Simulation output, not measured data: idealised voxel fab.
Process module heading - voxel trench capacitor
It is cross-section cut that appears here, measuring 160 nm in width, its square cells being 5 nm in size.
Bands, listed from the top down, are how a cross-section gets written in this document; the cross-section itself is a grid of square cells, and a band is one or more rows of them.
Band: top and bottom heights (nm) first, top before bottom; then materials from left to right, widths in nm. "everywhere" marks a sole material filling the band edge to edge. "air" denotes empty space.
For the purposes of this specification, 0 denotes the height below which the wafer in its as-received condition is composed wholly of one material, and the lowermost band, lacking a lower limit, extends downward without end, as expressed in "z 0 and below".
The width entry "30..40" should be interpreted row by row: the top row of cells in the band takes the first number, the bottom row takes the second number, and the change between adjacent rows is uniform throughout.
You'll sometimes find "changes: none" written for a step, and that's the way of saying that nowhere in the cross-section did a cell change during that step.
Voids not open to the top, 8 cells minimum: see "Fully closed voids". Written width x height at distance; distance is from the left edge; nm.
If you see something after the settings on a step's line, that's the simulator's own remark about that step.
overlay nm: mask right of planned place by this much (step with mask). Neg. = left.
Process steps (planned)
1: RECEIVE | material Si
2: CONFORMAL_DEP | material SiN | thk nm 5
3: DIRECTIONAL_DEP | material aC | thk nm 15
4: PATTERN | tone open | mask id TRENCH | material resist | width nm 20 | pitch nm 40 | thk nm 35 | overlay nm 0
5: DIRECTIONAL_ETCH | etch materials aC | depth nm 15
6: STRIP | etch materials resist
7: DIRECTIONAL_ETCH | etch materials SiN | depth nm 5
8: DIRECTIONAL_ETCH | etch materials Si | depth nm 30
9: STRIP | etch materials aC
10: CONFORMAL_DEP | material SiO2 | thk nm 5
11: FILL_DEP | material polySi | thk nm 10
12: CMP | height nm 5
Wafer cross-section on receipt, i.e. after step 1
> z 0 and below: Si everywhere
> Fully closed voids: none
End-of-module cross-section of the first of two wafers, processed as planned
> z 5 to 0: 30 of SiN; 5 of SiO2; 10 of polySi; 5 of SiO2; 20 of SiN; 5 of SiO2; 10 of polySi; 5 of SiO2; 20 of SiN; 5 of SiO2; 10 of polySi; 5 of SiO2; 30 of SiN
> z 0 to -25: 30 of Si; 5 of SiO2; 10 of polySi; 5 of SiO2; 20 of Si; 5 of SiO2; 10 of polySi; 5 of SiO2; 20 of Si; 5 of SiO2; 10 of polySi; 5 of SiO2; 30 of Si
> z -25 to -30: 30 of Si; 20 of SiO2; 20 of Si; 20 of SiO2; 20 of Si; 20 of SiO2; 30 of Si
> z -30 and below: Si everywhere
> Fully closed voids: none
Wafer two (of two), end-of-module cross-section: start = wafer one, plan = wafer one, one run mistake
> z 5 to 0: 30 of polySi; 5 of SiO2; 10 of polySi; 5 of SiO2; 20 of polySi; 5 of SiO2; 10 of polySi; 5 of SiO2; 20 of polySi; 5 of SiO2; 10 of polySi; 5 of SiO2; 30 of polySi
> z 0 to -20: 30 of Si; 5 of SiO2; 10 of polySi; 5 of SiO2; 20 of Si; 5 of SiO2; 10 of polySi; 5 of SiO2; 20 of Si; 5 of SiO2; 10 of polySi; 5 of SiO2; 30 of Si
> z -20 to -25: 30 of Si; 20 of SiO2; 20 of Si; 20 of SiO2; 20 of Si; 20 of SiO2; 30 of Si
> z -25 and below: Si everywhere
> Fully closed voids: none
Heads up, the wafer didn't run the way we planned it: step 2 changed vs plan, executed as CONFORMAL_DEP | material polySi | thk nm 5
Heads up, by the end the second wafer has more or fewer cells of some materials compared to the first: 12 more of Si, 20 fewer of SiN, 6 fewer of SiO2, 14 more of polySi
